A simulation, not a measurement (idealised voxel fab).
Name of the process module below: voxel transistor to metal
270 nm wide, 5 nm square cells: that's cross-section cut.
Cross-section, as written here: a square-cell grid given band by band from the top down, where a band holds one or more rows of cells. It is stipulated that each band's entry specify, in nanometres, the height of the top of the band and then that of its bottom, followed by the materials of the band in left-to-right sequence, each together with its width in nanometres. A single material marked by the word "full width" is understood to fill the band from edge to edge; the word "air" is understood to denote empty space. Counting heights begins at 0, where everything beneath is, in the wafer as received, one material. The lowest band has no bottom; it goes on downwards, as "0 -> down" shows. Width: "30->40" (first number = top row, second number = bottom row, same change from row to row of cells). "stayed the same" means the step left every cell of the cross-section as it was. The entry titled "Enclosed void list" provides the empty spaces that have no open way to the top, restricted to those of 8 cells or more. Each is presented as width x height at distance, the distance being measured from the left edge, with all three in nm. On a step's line, text after the settings is the simulator commenting on that step. The line of a step may include "overlay nm". On a step with a mask, this value is how far to the right of its planned place the mask lay. A negative value means the mask lay to the left. Pairs ahead. Before: cross-section ahead of one process step. After: cross-section once the step is done, shown to the lowest changed band only. Under each pair: that step, with settings. Caution: pairs may come from different runs of this module on the same starting wafer; a pair follows the pair above only where its "Before processing step" entry says so.

Before processing step:
> 60 -> 40 = 25 resist  25 air  35 resist  25 air  50 resist  25 air  35 resist  25 air  25 resist
> 40 -> 30 = SiO2 full width
> 30 -> 20 = 50 SiO2  5 SiN  25 SiCN  5 SiN  100 SiO2  5 SiN  25 SiCN  5 SiN  50 SiO2
> 20 -> 10 = 50 SiO2  5 SiN  25 polySi  5 SiN  100 SiO2  5 SiN  25 polySi  5 SiN  50 SiO2
> 10 -> 0 = 10 SiO2  5 SiN  20 SiO2  15 pSi  5 SiN  25 polySi  5 SiN  15 pSi  20 SiO2  5 SiN  20 SiO2  5 SiN  20 SiO2  15 pSi  5 SiN  25 polySi  5 SiN  15 pSi  20 SiO2  5 SiN  10 SiO2
> 0 -> -5 = 25 SiO2  25 pSi  35 SiO2  25 pSi  50 SiO2  25 pSi  35 SiO2  25 pSi  25 SiO2
> -5 -> -15 = 30 SiO2  20 pSi  35 Si  20 pSi  60 SiO2  20 pSi  35 Si  20 pSi  30 SiO2
> -15 -> -40 = 30 SiO2  75 Si  60 SiO2  75 Si  30 SiO2
> -40 -> down = Si full width
> Enclosed void list: none

Post-Step Snapshot:
> 60 -> 40 = 25 resist  25 air  35 resist  25 air  50 resist  25 air  35 resist  25 air  25 resist
> 40 -> 30 = 25 SiO2  25 air  35 SiO2  25 air  50 SiO2  25 air  35 SiO2  25 air  25 SiO2
> 30 -> 20 = 25 SiO2  25 air  5 SiN  25 SiCN  5 SiN  25 air  50 SiO2  25 air  5 SiN  25 SiCN  5 SiN  25 air  25 SiO2
> 20 -> 10 = 25 SiO2  25 air  5 SiN  25 polySi  5 SiN  25 air  50 SiO2  25 air  5 SiN  25 polySi  5 SiN  25 air  25 SiO2
> 10 -> 0 = 10 SiO2  5 SiN  10 SiO2  10 air  15 pSi  5 SiN  25 polySi  5 SiN  15 pSi  10 air  10 SiO2  5 SiN  20 SiO2  5 SiN  10 SiO2  10 air  15 pSi  5 SiN  25 polySi  5 SiN  15 pSi  10 air  10 SiO2  5 SiN  10 SiO2
> Everything under 0 stays put, no change at all.
> Enclosed void list: none
The process step separating the two cross-sections depicted above is as follows: DIRECTIONAL_ETCH with etch materials SiO2, depth nm 40

Before processing step: the cross-section after the pair above

Post-Step Snapshot:
> 40 -> 30 = 25 SiO2  25 air  35 SiO2  25 air  50 SiO2  25 air  35 SiO2  25 air  25 SiO2
> Everything under 30 stays put, no change at all.
> Enclosed void list: none
The process step separating the two cross-sections depicted above is as follows: STRIP with etch materials resist

Before processing step: the cross-section after the pair above

Post-Step Snapshot:
> 45 -> 40 = 30 TiN  15 air  45 TiN  15 air  60 TiN  15 air  45 TiN  15 air  30 TiN
> 40 -> 30 = 25 SiO2  5 TiN  15 air  5 TiN  35 SiO2  5 TiN  15 air  5 TiN  50 SiO2  5 TiN  15 air  5 TiN  35 SiO2  5 TiN  15 air  5 TiN  25 SiO2
> 30 -> 20 = 25 SiO2  5 TiN  15 air  5 TiN  5 SiN  25 SiCN  5 SiN  5 TiN  15 air  5 TiN  50 SiO2  5 TiN  15 air  5 TiN  5 SiN  25 SiCN  5 SiN  5 TiN  15 air  5 TiN  25 SiO2
> 20 -> 15 = 25 SiO2  5 TiN  15 air  5 TiN  5 SiN  25 polySi  5 SiN  5 TiN  15 air  5 TiN  50 SiO2  5 TiN  15 air  5 TiN  5 SiN  25 polySi  5 SiN  5 TiN  15 air  5 TiN  25 SiO2
> 15 -> 10 = 25 SiO2  25 TiN  5 SiN  25 polySi  5 SiN  25 TiN  50 SiO2  25 TiN  5 SiN  25 polySi  5 SiN  25 TiN  25 SiO2
> 10 -> 0 = 10 SiO2  5 SiN  10 SiO2  10 TiN  15 pSi  5 SiN  25 polySi  5 SiN  15 pSi  10 TiN  10 SiO2  5 SiN  20 SiO2  5 SiN  10 SiO2  10 TiN  15 pSi  5 SiN  25 polySi  5 SiN  15 pSi  10 TiN  10 SiO2  5 SiN  10 SiO2
> Everything under 0 stays put, no change at all.
> Enclosed void list: none
The process step separating the two cross-sections depicted above is as follows: CONFORMAL_DEP with material TiN, thk nm 5

Before processing step: the cross-section after the pair above

Post-Step Snapshot:
> 50 -> 45 = Ru full width
> 45 -> 40 = 30 TiN  15 Ru  45 TiN  15 Ru  60 TiN  15 Ru  45 TiN  15 Ru  30 TiN
> 40 -> 30 = 25 SiO2  5 TiN  15 Ru  5 TiN  35 SiO2  5 TiN  15 Ru  5 TiN  50 SiO2  5 TiN  15 Ru  5 TiN  35 SiO2  5 TiN  15 Ru  5 TiN  25 SiO2
> 30 -> 20 = 25 SiO2  5 TiN  15 Ru  5 TiN  5 SiN  25 SiCN  5 SiN  5 TiN  15 Ru  5 TiN  50 SiO2  5 TiN  15 Ru  5 TiN  5 SiN  25 SiCN  5 SiN  5 TiN  15 Ru  5 TiN  25 SiO2
> 20 -> 15 = 25 SiO2  5 TiN  15 Ru  5 TiN  5 SiN  25 polySi  5 SiN  5 TiN  15 Ru  5 TiN  50 SiO2  5 TiN  15 Ru  5 TiN  5 SiN  25 polySi  5 SiN  5 TiN  15 Ru  5 TiN  25 SiO2
> Everything under 15 stays put, no change at all.
> Enclosed void list: none
The process step separating the two cross-sections depicted above is as follows: FILL_DEP with material Ru, thk nm 5

Before processing step: the cross-section after the pair above

Post-Step Snapshot:
> 40 -> 30 = 25 SiO2  5 TiN  15 Ru  5 TiN  35 SiO2  5 TiN  15 Ru  5 TiN  50 SiO2  5 TiN  15 Ru  5 TiN  35 SiO2  5 TiN  15 Ru  5 TiN  25 SiO2
> Everything under 30 stays put, no change at all.
> Enclosed void list: none
The process step separating the two cross-sections depicted above is as follows: CMP with height nm 40

Before processing step: the cross-section after the pair above

Post-Step Snapshot:
> 45 -> 40 = SiN full width
> Everything under 40 stays put, no change at all.
> Enclosed void list: none
The process step separating the two cross-sections depicted above is as follows: CONFORMAL_DEP with material SiN, thk nm 5

Before processing step: the cross-section after the pair above

Post-Step Snapshot:
> 70 -> 45 = lowk full width
> Everything under 45 stays put, no change at all.
> Enclosed void list: none
The process step separating the two cross-sections depicted above is as follows: DIRECTIONAL_DEP with material lowk, thk nm 25

Before processing step: the cross-section after the pair above

Post-Step Snapshot:
> 90 -> 70 = 25 resist  15 air  55 resist  15 air  50 resist  15 air  55 resist  15 air  25 resist
> Everything under 70 stays put, no change at all.
> Enclosed void list: none
The process step separating the two cross-sections depicted above is as follows: PATTERN with tone open, mask id METAL_1, material resist, width nm 15, thk nm 20, overlay nm 0

Before processing step: the cross-section after the pair above

Post-Step Snapshot:
> 90 -> 70 = 25 resist  15 air  55 resist  15 air  50 resist  15 air  55 resist  15 air  25 resist
> 70 -> 45 = 25 lowk  15 air  55 lowk  15 air  50 lowk  15 air  55 lowk  15 air  25 lowk
> Everything under 45 stays put, no change at all.
> Enclosed void list: none
The process step separating the two cross-sections depicted above is as follows: DIRECTIONAL_ETCH with etch materials lowk, depth nm 25

Before processing step: the cross-section after the pair above

Post-Step Snapshot:
> 90 -> 70 = 25 resist  15 air  55 resist  15 air  50 resist  15 air  55 resist  15 air  25 resist
> 70 -> 45 = 25 lowk  15 air  55 lowk  15 air  50 lowk  15 air  55 lowk  15 air  25 lowk
> 45 -> 40 = 25 SiN  15 air  55 SiN  15 air  50 SiN  15 air  55 SiN  15 air  25 SiN
> Everything under 40 stays put, no change at all.
> Enclosed void list: none
The process step separating the two cross-sections depicted above is as follows: DIRECTIONAL_ETCH with etch materials SiN, depth nm 5

Before processing step: the cross-section after the pair above

Post-Step Snapshot:
> 70 -> 45 = 25 lowk  15 air  55 lowk  15 air  50 lowk  15 air  55 lowk  15 air  25 lowk
> Everything under 45 stays put, no change at all.
> Enclosed void list: none
The process step separating the two cross-sections depicted above is as follows: STRIP with etch materials resist

Before processing step: the cross-section after the pair above

Post-Step Snapshot:
> 75 -> 70 = 30 TiN  5 air  65 TiN  5 air  60 TiN  5 air  65 TiN  5 air  30 TiN
> 70 -> 45 = 25 lowk  5 TiN  5 air  5 TiN  55 lowk  5 TiN  5 air  5 TiN  50 lowk  5 TiN  5 air  5 TiN  55 lowk  5 TiN  5 air  5 TiN  25 lowk
> 45 -> 40 = 25 SiN  15 TiN  55 SiN  15 TiN  50 SiN  15 TiN  55 SiN  15 TiN  25 SiN
> Everything under 40 stays put, no change at all.
> Enclosed void list: none
The process step separating the two cross-sections depicted above is as follows: CONFORMAL_DEP with material TiN, thk nm 5

Before processing step: the cross-section after the pair above

Post-Step Snapshot:
> 80 -> 75 = Ru full width
> 75 -> 70 = 30 TiN  5 Ru  65 TiN  5 Ru  60 TiN  5 Ru  65 TiN  5 Ru  30 TiN
> 70 -> 45 = 25 lowk  5 TiN  5 Ru  5 TiN  55 lowk  5 TiN  5 Ru  5 TiN  50 lowk  5 TiN  5 Ru  5 TiN  55 lowk  5 TiN  5 Ru  5 TiN  25 lowk
> Everything under 45 stays put, no change at all.
> Enclosed void list: none
The process step separating the two cross-sections depicted above is as follows: FILL_DEP with material Ru, thk nm 5

Before processing step: the cross-section after the pair above

Post-Step Snapshot:
> 70 -> 45 = 25 lowk  5 TiN  5 Ru  5 TiN  55 lowk  5 TiN  5 Ru  5 TiN  50 lowk  5 TiN  5 Ru  5 TiN  55 lowk  5 TiN  5 Ru  5 TiN  25 lowk
> Everything under 45 stays put, no change at all.
> Enclosed void list: none
The process step separating the two cross-sections depicted above is as follows: CMP with height nm 70

Before processing step: the cross-section after the pair above

Post-Step Snapshot:
> 75 -> 70 = SiCN full width
> Everything under 70 stays put, no change at all.
> Enclosed void list: none
The process step separating the two cross-sections depicted above is as follows: CONFORMAL_DEP with material SiCN, thk nm 5

Before processing step:
> 40 -> 30 = 10 SiCN  115 air  20 SiCN  115 air  10 SiCN
> 30 -> 20 = 10 polySi  115 SiCN  20 polySi  115 SiCN  10 polySi
> 20 -> 10 = polySi full width
> 10 -> 0 = 10 SiO2  115 polySi  20 SiO2  115 polySi  10 SiO2
> 0 -> -5 = SiO2 full width
> -5 -> -30 = 20 SiO2  95 Si  40 SiO2  95 Si  20 SiO2
> -30 -> down = Si full width
> Enclosed void list: none

Post-Step Snapshot:
> 30 -> 20 = 10 polySi  45 air  30 SiCN  40 air  20 polySi  45 air  30 SiCN  40 air  10 polySi
> Everything under 20 stays put, no change at all.
> Enclosed void list: none
The process step separating the two cross-sections depicted above is as follows: MASKED_ETCH with tone cover, mask id GATE, width nm 30, pitch nm 135, etch materials SiCN, depth nm 20, overlay nm 0

Before processing step: the cross-section after the pair above

Post-Step Snapshot:
> 30 -> 20 = 55 air  30 SiCN  105 air  30 SiCN  50 air
> 20 -> 10 = 55 air  30 polySi  105 air  30 polySi  50 air
> 10 -> 0 = 10 SiO2  45 air  30 polySi  40 air  20 SiO2  45 air  30 polySi  40 air  10 SiO2
> Everything under 0 stays put, no change at all.
> Enclosed void list: none
The process step separating the two cross-sections depicted above is as follows: MASKED_ETCH with tone cover, mask id GATE, width nm 25, pitch nm 135, etch materials polySi, depth nm 30, overlay nm 0

Before processing step: the cross-section after the pair above

Post-Step Snapshot:
> 35 -> 30 = 50 air  40 SiN  95 air  40 SiN  45 air
> 30 -> 20 = 50 air  5 SiN  30 SiCN  5 SiN  95 air  5 SiN  30 SiCN  5 SiN  45 air
> 20 -> 15 = 50 air  5 SiN  30 polySi  5 SiN  95 air  5 SiN  30 polySi  5 SiN  45 air
> 15 -> 10 = 15 SiN  35 air  5 SiN  30 polySi  5 SiN  30 air  30 SiN  35 air  5 SiN  30 polySi  5 SiN  30 air  15 SiN
> 10 -> 5 = 10 SiO2  5 SiN  35 air  5 SiN  30 polySi  5 SiN  30 air  5 SiN  20 SiO2  5 SiN  35 air  5 SiN  30 polySi  5 SiN  30 air  5 SiN  10 SiO2
> 5 -> 0 = 10 SiO2  45 SiN  30 polySi  40 SiN  20 SiO2  45 SiN  30 polySi  40 SiN  10 SiO2
> Everything under 0 stays put, no change at all.
> Enclosed void list: none
The process step separating the two cross-sections depicted above is as follows: CONFORMAL_DEP with material SiN, thk nm 5

Before processing step: the cross-section after the pair above

Post-Step Snapshot:
> 30 -> 20 = 50 air  5 SiN  30 SiCN  5 SiN  95 air  5 SiN  30 SiCN  5 SiN  45 air
> 20 -> 10 = 50 air  5 SiN  30 polySi  5 SiN  95 air  5 SiN  30 polySi  5 SiN  45 air
> 10 -> 0 = 10 SiO2  5 SiN  35 air  5 SiN  30 polySi  5 SiN  30 air  5 SiN  20 SiO2  5 SiN  35 air  5 SiN  30 polySi  5 SiN  30 air  5 SiN  10 SiO2
> Everything under 0 stays put, no change at all.
> Enclosed void list: none
The process step separating the two cross-sections depicted above is as follows: DIRECTIONAL_ETCH with etch materials SiN, depth nm 5

Before processing step: the cross-section after the pair above

Post-Step Snapshot:
> 30 -> 20 = 50 air  5 SiN  30 SiCN  5 SiN  95 air  5 SiN  30 SiCN  5 SiN  45 air
> 20 -> 10 = 50 air  5 SiN  30 polySi  5 SiN  95 air  5 SiN  30 polySi  5 SiN  45 air
> 10 -> 5 = 10 air  5 SiN  35 air  5 SiN  30 polySi  5 SiN  30 air  5 SiN  20 air  5 SiN  35 air  5 SiN  30 polySi  5 SiN  30 air  5 SiN  10 air
> 5 -> 0 = 10 SiO2  5 SiN  35 air  5 SiN  30 polySi  5 SiN  30 air  5 SiN  20 SiO2  5 SiN  35 air  5 SiN  30 polySi  5 SiN  30 air  5 SiN  10 SiO2
> 0 -> -5 = 15 SiO2  35 air  40 SiO2  30 air  30 SiO2  35 air  40 SiO2  30 air  15 SiO2
> Everything under -5 stays put, no change at all.
> Enclosed void list: none
The process step separating the two cross-sections depicted above is as follows: DIRECTIONAL_ETCH with etch materials SiO2, depth nm 5

Before processing step: the cross-section after the pair above

Post-Step Snapshot:
> 30 -> 20 = 50 air  5 SiN  30 SiCN  5 SiN  95 air  5 SiN  30 SiCN  5 SiN  45 air
> 20 -> 10 = 50 air  5 SiN  30 polySi  5 SiN  95 air  5 SiN  30 polySi  5 SiN  45 air
> 10 -> 5 = 10 air  5 SiN  35 air  5 SiN  30 polySi  5 SiN  30 air  5 SiN  20 air  5 SiN  35 air  5 SiN  30 polySi  5 SiN  30 air  5 SiN  10 air
> 5 -> 0 = 10 SiO2  5 SiN  35 air  5 SiN  30 polySi  5 SiN  30 air  5 SiN  20 SiO2  5 SiN  35 air  5 SiN  30 polySi  5 SiN  30 air  5 SiN  10 SiO2
> 0 -> -5 = 15 SiO2  35 air  40 SiO2  30 air  30 SiO2  35 air  40 SiO2  30 air  15 SiO2
> -5 -> -15 = 20 SiO2  30 air  40 Si  25 air  40 SiO2  30 air  40 Si  25 air  20 SiO2
> Everything under -15 stays put, no change at all.
> Enclosed void list: none
The process step separating the two cross-sections depicted above is as follows: DIRECTIONAL_ETCH with etch materials Si, depth nm 10

Before processing step: the cross-section after the pair above

Post-Step Snapshot:
> 30 -> 20 = 50 air  5 SiN  30 SiCN  5 SiN  95 air  5 SiN  30 SiCN  5 SiN  45 air
> 20 -> 10 = 50 air  5 SiN  30 polySi  5 SiN  95 air  5 SiN  30 polySi  5 SiN  45 air
> 10 -> 5 = 10 air  5 SiN  20 air  15 pSi  5 SiN  30 polySi  5 SiN  15 pSi  15 air  5 SiN  20 air  5 SiN  20 air  15 pSi  5 SiN  30 polySi  5 SiN  15 pSi  15 air  5 SiN  10 air
> 5 -> 0 = 10 SiO2  5 SiN  20 air  15 pSi  5 SiN  30 polySi  5 SiN  15 pSi  15 air  5 SiN  20 SiO2  5 SiN  20 air  15 pSi  5 SiN  30 polySi  5 SiN  15 pSi  15 air  5 SiN  10 SiO2
> 0 -> -5 = 15 SiO2  35 pSi  40 SiO2  30 pSi  30 SiO2  35 pSi  40 SiO2  30 pSi  15 SiO2
> -5 -> -15 = 20 SiO2  30 pSi  40 Si  25 pSi  40 SiO2  30 pSi  40 Si  25 pSi  20 SiO2
> Everything under -15 stays put, no change at all.
> Enclosed void list: none
The process step separating the two cross-sections depicted above is as follows: EPI with material pSi, thk nm 15

Before processing step: the cross-section after the pair above

Post-Step Snapshot:
> 40 -> 30 = SiO2 full width
> 30 -> 20 = 50 SiO2  5 SiN  30 SiCN  5 SiN  95 SiO2  5 SiN  30 SiCN  5 SiN  45 SiO2
> 20 -> 10 = 50 SiO2  5 SiN  30 polySi  5 SiN  95 SiO2  5 SiN  30 polySi  5 SiN  45 SiO2
> 10 -> 0 = 10 SiO2  5 SiN  20 SiO2  15 pSi  5 SiN  30 polySi  5 SiN  15 pSi  15 SiO2  5 SiN  20 SiO2  5 SiN  20 SiO2  15 pSi  5 SiN  30 polySi  5 SiN  15 pSi  15 SiO2  5 SiN  10 SiO2
> Everything under 0 stays put, no change at all.
> Enclosed void list: none
The process step separating the two cross-sections depicted above is as follows: FILL_DEP with material SiO2, thk nm 10

Before processing step: the cross-section after the pair above

Post-Step Snapshot:
> 30 -> 20 = 50 SiO2  5 SiN  30 SiCN  5 SiN  95 SiO2  5 SiN  30 SiCN  5 SiN  45 SiO2
> Everything under 20 stays put, no change at all.
> Enclosed void list: none
The process step separating the two cross-sections depicted above is as follows: CMP with height nm 30

Before processing step: the cross-section after the pair above

Post-Step Snapshot:
> 40 -> 30 = SiO2 full width
> Everything under 30 stays put, no change at all.
> Enclosed void list: none
The process step separating the two cross-sections depicted above is as follows: DIRECTIONAL_DEP with material SiO2, thk nm 10

Before processing step: the cross-section after the pair above

Post-Step Snapshot:
> 60 -> 40 = 25 resist  25 air  35 resist  25 air  50 resist  25 air  35 resist  25 air  25 resist
> Everything under 40 stays put, no change at all.
> Enclosed void list: none
The process step separating the two cross-sections depicted above is as follows: PATTERN with tone open, mask id CONTACT, material resist, width nm 25, thk nm 20, overlay nm 0

Before processing step: the cross-section after the pair above

Post-Step Snapshot:
> 60 -> 40 = 25 resist  25 air  35 resist  25 air  50 resist  25 air  35 resist  25 air  25 resist
> 40 -> 30 = 25 SiO2  25 air  35 SiO2  25 air  50 SiO2  25 air  35 SiO2  25 air  25 SiO2
> 30 -> 20 = 25 SiO2  25 air  5 SiN  30 SiCN  5 SiN  20 air  50 SiO2  25 air  5 SiN  30 SiCN  5 SiN  20 air  25 SiO2
> 20 -> 10 = 25 SiO2  25 air  5 SiN  30 polySi  5 SiN  20 air  50 SiO2  25 air  5 SiN  30 polySi  5 SiN  20 air  25 SiO2
> 10 -> 0 = 10 SiO2  5 SiN  10 SiO2  10 air  15 pSi  5 SiN  30 polySi  5 SiN  15 pSi  5 air  10 SiO2  5 SiN  20 SiO2  5 SiN  10 SiO2  10 air  15 pSi  5 SiN  30 polySi  5 SiN  15 pSi  5 air  10 SiO2  5 SiN  10 SiO2
> Everything under 0 stays put, no change at all.
> Enclosed void list: none
The process step separating the two cross-sections depicted above is as follows: DIRECTIONAL_ETCH with etch materials SiO2, depth nm 40

Before processing step: the cross-section after the pair above

Post-Step Snapshot:
> 40 -> 30 = 25 SiO2  25 air  35 SiO2  25 air  50 SiO2  25 air  35 SiO2  25 air  25 SiO2
> Everything under 30 stays put, no change at all.
> Enclosed void list: none
The process step separating the two cross-sections depicted above is as follows: STRIP with etch materials resist

Before processing step: the cross-section after the pair above

Post-Step Snapshot:
> 45 -> 40 = 30 TiN  15 air  45 TiN  15 air  60 TiN  15 air  45 TiN  15 air  30 TiN
> 40 -> 30 = 25 SiO2  5 TiN  15 air  5 TiN  35 SiO2  5->10 TiN  15->10 air  5 TiN  50 SiO2  5 TiN  15 air  5 TiN  35 SiO2  5->10 TiN  15->10 air  5 TiN  25 SiO2
> 30 -> 20 = 25 SiO2  5 TiN  15 air  5 TiN  5 SiN  30 SiCN  5 SiN  5 TiN  10 air  5 TiN  50 SiO2  5 TiN  15 air  5 TiN  5 SiN  30 SiCN  5 SiN  5 TiN  10 air  5 TiN  25 SiO2
> 20 -> 15 = 25 SiO2  5 TiN  15 air  5 TiN  5 SiN  30 polySi  5 SiN  5 TiN  10 air  5 TiN  50 SiO2  5 TiN  15 air  5 TiN  5 SiN  30 polySi  5 SiN  5 TiN  10 air  5 TiN  25 SiO2
> 15 -> 10 = 25 SiO2  25 TiN  5 SiN  30 polySi  5 SiN  20 TiN  50 SiO2  25 TiN  5 SiN  30 polySi  5 SiN  20 TiN  25 SiO2
> 10 -> 0 = 10 SiO2  5 SiN  10 SiO2  10 TiN  15 pSi  5 SiN  30 polySi  5 SiN  15 pSi  5 TiN  10 SiO2  5 SiN  20 SiO2  5 SiN  10 SiO2  10 TiN  15 pSi  5 SiN  30 polySi  5 SiN  15 pSi  5 TiN  10 SiO2  5 SiN  10 SiO2
> Everything under 0 stays put, no change at all.
> Enclosed void list: none
The process step separating the two cross-sections depicted above is as follows: CONFORMAL_DEP with material TiN, thk nm 5

Before processing step: the cross-section after the pair above

Post-Step Snapshot:
> 50 -> 45 = Ru full width
> 45 -> 40 = 30 TiN  15 Ru  45 TiN  15 Ru  60 TiN  15 Ru  45 TiN  15 Ru  30 TiN
> 40 -> 30 = 25 SiO2  5 TiN  15 Ru  5 TiN  35 SiO2  5->10 TiN  15->10 Ru  5 TiN  50 SiO2  5 TiN  15 Ru  5 TiN  35 SiO2  5->10 TiN  15->10 Ru  5 TiN  25 SiO2
> 30 -> 20 = 25 SiO2  5 TiN  15 Ru  5 TiN  5 SiN  30 SiCN  5 SiN  5 TiN  10 Ru  5 TiN  50 SiO2  5 TiN  15 Ru  5 TiN  5 SiN  30 SiCN  5 SiN  5 TiN  10 Ru  5 TiN  25 SiO2
> 20 -> 15 = 25 SiO2  5 TiN  15 Ru  5 TiN  5 SiN  30 polySi  5 SiN  5 TiN  10 Ru  5 TiN  50 SiO2  5 TiN  15 Ru  5 TiN  5 SiN  30 polySi  5 SiN  5 TiN  10 Ru  5 TiN  25 SiO2
> Everything under 15 stays put, no change at all.
> Enclosed void list: none
The process step separating the two cross-sections depicted above is as follows: FILL_DEP with material Ru, thk nm 5

Before processing step: the cross-section after the pair above

Post-Step Snapshot:
> 40 -> 30 = 25 SiO2  5 TiN  15 Ru  5 TiN  35 SiO2  5->10 TiN  15->10 Ru  5 TiN  50 SiO2  5 TiN  15 Ru  5 TiN  35 SiO2  5->10 TiN  15->10 Ru  5 TiN  25 SiO2
> Everything under 30 stays put, no change at all.
> Enclosed void list: none
The process step separating the two cross-sections depicted above is as follows: CMP with height nm 40

Before processing step: the cross-section after the pair above

Post-Step Snapshot:
> 45 -> 40 = SiN full width
> Everything under 40 stays put, no change at all.
> Enclosed void list: none
The process step separating the two cross-sections depicted above is as follows: CONFORMAL_DEP with material SiN, thk nm 5

Before processing step: the cross-section after the pair above

Post-Step Snapshot:
> 70 -> 45 = lowk full width
> Everything under 45 stays put, no change at all.
> Enclosed void list: none
The process step separating the two cross-sections depicted above is as follows: DIRECTIONAL_DEP with material lowk, thk nm 25

Before processing step: the cross-section after the pair above

Post-Step Snapshot:
> 90 -> 70 = 25 resist  15 air  55 resist  15 air  50 resist  15 air  55 resist  15 air  25 resist
> Everything under 70 stays put, no change at all.
> Enclosed void list: none
The process step separating the two cross-sections depicted above is as follows: PATTERN with tone open, mask id METAL_1, material resist, width nm 15, thk nm 20, overlay nm 0

Before processing step: the cross-section after the pair above

Post-Step Snapshot:
> 90 -> 70 = 25 resist  15 air  55 resist  15 air  50 resist  15 air  55 resist  15 air  25 resist
> 70 -> 45 = 25 lowk  15 air  55 lowk  15 air  50 lowk  15 air  55 lowk  15 air  25 lowk
> Everything under 45 stays put, no change at all.
> Enclosed void list: none
The process step separating the two cross-sections depicted above is as follows: DIRECTIONAL_ETCH with etch materials lowk, depth nm 25

Before processing step: the cross-section after the pair above

Post-Step Snapshot:
> 90 -> 70 = 25 resist  15 air  55 resist  15 air  50 resist  15 air  55 resist  15 air  25 resist
> 70 -> 45 = 25 lowk  15 air  55 lowk  15 air  50 lowk  15 air  55 lowk  15 air  25 lowk
> 45 -> 40 = 25 SiN  15 air  55 SiN  15 air  50 SiN  15 air  55 SiN  15 air  25 SiN
> Everything under 40 stays put, no change at all.
> Enclosed void list: none
The process step separating the two cross-sections depicted above is as follows: DIRECTIONAL_ETCH with etch materials SiN, depth nm 5

Before processing step: the cross-section after the pair above

Post-Step Snapshot:
> 70 -> 45 = 25 lowk  15 air  55 lowk  15 air  50 lowk  15 air  55 lowk  15 air  25 lowk
> Everything under 45 stays put, no change at all.
> Enclosed void list: none
The process step separating the two cross-sections depicted above is as follows: STRIP with etch materials resist

Before processing step: the cross-section after the pair above

Post-Step Snapshot:
> 75 -> 70 = 30 TiN  5 air  65 TiN  5 air  60 TiN  5 air  65 TiN  5 air  30 TiN
> 70 -> 45 = 25 lowk  5 TiN  5 air  5 TiN  55 lowk  5 TiN  5 air  5 TiN  50 lowk  5 TiN  5 air  5 TiN  55 lowk  5 TiN  5 air  5 TiN  25 lowk
> 45 -> 40 = 25 SiN  15 TiN  55 SiN  15 TiN  50 SiN  15 TiN  55 SiN  15 TiN  25 SiN
> Everything under 40 stays put, no change at all.
> Enclosed void list: none
The process step separating the two cross-sections depicted above is as follows: CONFORMAL_DEP with material TiN, thk nm 5

Before processing step: the cross-section after the pair above

Post-Step Snapshot:
> 80 -> 75 = Ru full width
> 75 -> 70 = 30 TiN  5 Ru  65 TiN  5 Ru  60 TiN  5 Ru  65 TiN  5 Ru  30 TiN
> 70 -> 45 = 25 lowk  5 TiN  5 Ru  5 TiN  55 lowk  5 TiN  5 Ru  5 TiN  50 lowk  5 TiN  5 Ru  5 TiN  55 lowk  5 TiN  5 Ru  5 TiN  25 lowk
> Everything under 45 stays put, no change at all.
> Enclosed void list: none
The process step separating the two cross-sections depicted above is as follows: FILL_DEP with material Ru, thk nm 5

Before processing step: the cross-section after the pair above

Post-Step Snapshot:
> 70 -> 45 = 25 lowk  5 TiN  5 Ru  5 TiN  55 lowk  5 TiN  5 Ru  5 TiN  50 lowk  5 TiN  5 Ru  5 TiN  55 lowk  5 TiN  5 Ru  5 TiN  25 lowk
> Everything under 45 stays put, no change at all.
> Enclosed void list: none
The process step separating the two cross-sections depicted above is as follows: CMP with height nm 70

Before processing step: the cross-section after the pair above

Post-Step Snapshot:
> 75 -> 70 = SiCN full width
> Everything under 70 stays put, no change at all.
> Enclosed void list: none
The process step separating the two cross-sections depicted above is as follows: CONFORMAL_DEP with material SiCN, thk nm 5

Before processing step:
> 70 -> 45 = lowk full width
> 45 -> 40 = SiN full width
> 40 -> 30 = 25 SiO2  5 TiN  15 Ru  5 TiN  35 SiO2  5 TiN  15 Ru  5 TiN  50 SiO2  5 TiN  15 Ru  5 TiN  35 SiO2  5 TiN  15 Ru  5 TiN  25 SiO2
> 30 -> 20 = 25 SiO2  5 TiN  15 Ru  5 TiN  5 SiN  25 SiCN  5 SiN  5 TiN  15 Ru  5 TiN  50 SiO2  5 TiN  15 Ru  5 TiN  5 SiN  25 SiCN  5 SiN  5 TiN  15 Ru  5 TiN  25 SiO2
> 20 -> 15 = 25 SiO2  5 TiN  15 Ru  5 TiN  5 SiN  25 polySi  5 SiN  5 TiN  15 Ru  5 TiN  50 SiO2  5 TiN  15 Ru  5 TiN  5 SiN  25 polySi  5 SiN  5 TiN  15 Ru  5 TiN  25 SiO2
> 15 -> 10 = 25 SiO2  25 TiN  5 SiN  25 polySi  5 SiN  25 TiN  50 SiO2  25 TiN  5 SiN  25 polySi  5 SiN  25 TiN  25 SiO2
> 10 -> 0 = 10 SiO2  5 SiN  10 SiO2  10 TiN  15 pSi  5 SiN  25 polySi  5 SiN  15 pSi  10 TiN  10 SiO2  5 SiN  20 SiO2  5 SiN  10 SiO2  10 TiN  15 pSi  5 SiN  25 polySi  5 SiN  15 pSi  10 TiN  10 SiO2  5 SiN  10 SiO2
> 0 -> -5 = 15 SiO2  35 pSi  35 SiO2  35 pSi  30 SiO2  35 pSi  35 SiO2  35 pSi  15 SiO2
> -5 -> -15 = 20 SiO2  30 pSi  35 Si  30 pSi  40 SiO2  30 pSi  35 Si  30 pSi  20 SiO2
> -15 -> -30 = 20 SiO2  95 Si  40 SiO2  95 Si  20 SiO2
> -30 -> down = Si full width
> Enclosed void list: none

Post-Step Snapshot:
> 90 -> 70 = 20 resist  15 air  55 resist  15 air  50 resist  15 air  55 resist  15 air  30 resist
> Everything under 70 stays put, no change at all.
> Enclosed void list: none
The process step separating the two cross-sections depicted above is as follows: PATTERN with tone open, mask id METAL_1, material resist, width nm 15, thk nm 20, overlay nm -5

Before processing step: the cross-section after the pair above

Post-Step Snapshot:
> 90 -> 70 = 20 resist  15 air  55 resist  15 air  50 resist  15 air  55 resist  15 air  30 resist
> 70 -> 45 = 20 lowk  15 air  55 lowk  15 air  50 lowk  15 air  55 lowk  15 air  30 lowk
> Everything under 45 stays put, no change at all.
> Enclosed void list: none
The process step separating the two cross-sections depicted above is as follows: DIRECTIONAL_ETCH with etch materials lowk, depth nm 25
